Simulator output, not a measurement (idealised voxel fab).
A process module follows: voxel gate over fins.
This is section cut - it's 160 nm across, gridded in 5 nm square cells.
For the purposes of this document, a cross-section shall be understood as a grid of square cells, specified as bands listed in top-to-bottom order, each band consisting of one or more rows of cells. Quick guide to a band line: top height, bottom height (nm) up front; then every material left to right with its width in nm. Only one material and it's marked "throughout"? Then it fills the band edge to edge. And "air" just means empty space. Measure heights from 0. That's the level where, below it, the as-received wafer is all one material. The lowest band is bottomless and extends downward; write it as in "0 -> down". The two numbers in a width such as "30 to 40" mark its ends across the band: the first belongs to the top row of cells, the second to the bottom row, and from each row to the next the width moves by the same amount. Where the words "same as before" appear for a step, the cross-section shows no cell changed by that step; every cell remained as before. Any empty space of 8 cells or more lacking an open way to the top shows up in "Sealed void inventory" as width x height at distance, distance from the left edge, in nm. Formally, on a step line, whatever follows the settings is a remark that the simulator itself makes on the step. The setting "overlay nm" may be written on the line of a step. When the step uses a mask, the value reports how far to the right of the planned place the mask lay, and a negative value reports that it lay to the left.
These are the steps we planned for the process
| 1 | RECEIVE, material Si |
| 2 | CONFORMAL_DEP, material SiN, thk nm 5 |
| 3 | PATTERN, tone cover, mask id FINS, material resist, width nm 15, pitch nm 50, thk nm 15, overlay nm 0 |
| 4 | DIRECTIONAL_ETCH, etch materials SiN, depth nm 5 |
| 5 | DIRECTIONAL_ETCH, etch materials Si, depth nm 40 |
| 6 | STRIP, etch materials resist |
| 7 | FILL_DEP, material SiO2, thk nm 15 |
| 8 | CMP, height nm 5 |
| 9 | DIRECTIONAL_DEP, material aC, thk nm 15 |
| 10 | PATTERN, tone open, mask id RAIL, material resist, width nm 15, thk nm 30, overlay nm 0 |
| 11 | DIRECTIONAL_ETCH, etch materials aC, depth nm 15 |
| 12 | STRIP, etch materials resist |
| 13 | DIRECTIONAL_ETCH, etch materials SiO2, depth nm 40 |
| 14 | STRIP, etch materials aC |
| 15 | CONFORMAL_DEP, material TiN, thk nm 5 |
| 16 | FILL_DEP, material Ru, thk nm 5 |
| 17 | CMP, height nm 5 |
| 18 | SELECTIVE_ETCH, etch materials W Ru TiN, depth nm 25 |
| 19 | FILL_DEP, material SiO2, thk nm 5 |
| 20 | CMP, height nm 5 |
| 21 | SELECTIVE_ETCH, etch materials SiO2, depth nm 15 |
| 22 | STRIP, etch materials SiN |
| 23 | CONFORMAL_DEP, material HfO2, thk nm 5 |
| 24 | CONFORMAL_DEP, material TiN, thk nm 5 |
| 25 | CONFORMAL_DEP, material TiAl, thk nm 5 |
| 26 | CONFORMAL_DEP, material TiN, thk nm 5 |
| 27 | FILL_DEP, material W, thk nm 15 |
| 28 | CMP, height nm 30 |
| 29 | CONFORMAL_DEP, material SiCN, thk nm 10 |
Wafer as received: cross-section following step 1
  0 -> down = Si throughout
  Sealed void inventory: none
Cross-section taken at module completion on the first of two wafers; processed per the plan
  40 -> 30 = SiCN throughout
  30 -> 20 = W throughout
  20 -> 15 = 155 TiN; 5 W
  15 -> 10 = 5 TiN; 45 TiAl; 5 TiN; 45 TiAl; 5 TiN; 45 TiAl; 5 TiN; 5 W
  10 -> 5 = 5 TiN; 5 TiAl; 35 TiN; 5 TiAl; 5 TiN; 5 TiAl; 35 TiN; 5 TiAl; 5 TiN; 5 TiAl; 35 TiN; 5 TiAl; 10 TiN
  5 -> 0 = 10 TiAl; 5 TiN; 25 HfO2; 5 TiN; 15 TiAl; 5 TiN; 25 HfO2; 5 TiN; 15 TiAl; 5 TiN; 25 HfO2; 5 TiN; 15 TiAl
  0 -> -5 = 15 TiN; 5 HfO2; 15 Si; 5 HfO2; 25 TiN; 5 HfO2; 15 Si; 5 HfO2; 25 TiN; 5 HfO2; 15 Si; 5 HfO2; 20 TiN
  -5 -> -10 = 20 HfO2; 15 Si; 35 HfO2; 15 Si; 35 HfO2; 15 Si; 25 HfO2
  -10 -> -20 = 20 SiO2; 15 Si; 35 SiO2; 15 Si; 35 SiO2; 15 Si; 25 SiO2
  -20 -> -30 = 20 SiO2; 15 Si; 10 SiO2; 5 TiN; 5 Ru; 5 TiN; 10 SiO2; 15 Si; 35 SiO2; 15 Si; 25 SiO2
  -30 -> -35 = 20 SiO2; 15 Si; 10 SiO2; 15 TiN; 10 SiO2; 15 Si; 35 SiO2; 15 Si; 25 SiO2
  -35 -> -40 = 20 SiO2; 15 Si; 35 SiO2; 15 Si; 35 SiO2; 15 Si; 25 SiO2
  -40 -> down = Si throughout
  Sealed void inventory: none
Cross-section, second wafer: same start as the first, same plan as the first, one mistake in running it; taken at the end of the module
  40 -> 30 = SiCN throughout
  30 -> 20 = W throughout
  20 -> 15 = 155 TiN; 5 W
  15 -> 10 = 5 TiN; 45 TiAl; 5 TiN; 45 TiAl; 5 TiN; 45 TiAl; 5 TiN; 5 W
  10 -> 5 = 5 TiN; 5 TiAl; 35 TiN; 5 TiAl; 5 TiN; 5 TiAl; 35 TiN; 5 TiAl; 5 TiN; 5 TiAl; 35 TiN; 5 TiAl; 10 TiN
  5 -> 0 = 10 TiAl; 5 TiN; 25 HfO2; 5 TiN; 15 TiAl; 5 TiN; 25 HfO2; 5 TiN; 15 TiAl; 5 TiN; 25 HfO2; 5 TiN; 15 TiAl
  0 -> -5 = 15 TiN; 5 HfO2; 15 Si; 5 HfO2; 25 TiN; 5 HfO2; 15 Si; 5 HfO2; 25 TiN; 5 HfO2; 15 Si; 5 HfO2; 20 TiN
  -5 -> -10 = 20 HfO2; 15 Si; 35 HfO2; 15 Si; 35 HfO2; 15 Si; 25 HfO2
  -10 -> -20 = 20 SiO2; 15 Si; 35 SiO2; 15 Si; 35 SiO2; 15 Si; 25 SiO2
  -20 -> -30 = 20 SiO2; 15 Si; 5 SiO2; 5 TiN; 5 Ru; 5 TiN; 15 SiO2; 15 Si; 35 SiO2; 15 Si; 25 SiO2
  -30 -> -35 = 20 SiO2; 15 Si; 5 SiO2; 15 TiN; 15 SiO2; 15 Si; 35 SiO2; 15 Si; 25 SiO2
  -35 -> -40 = 20 SiO2; 15 Si; 35 SiO2; 15 Si; 35 SiO2; 15 Si; 25 SiO2
  -40 -> down = Si throughout
  Sealed void inventory: none
The mistake made against the process plan was this: step 10 was processed under conditions differing from the plan, specifically as PATTERN, tone open, mask id RAIL, material resist, width nm 15, thk nm 30, overlay nm -5
Final wafers compared: equal cell tally per material, rearranged layout.
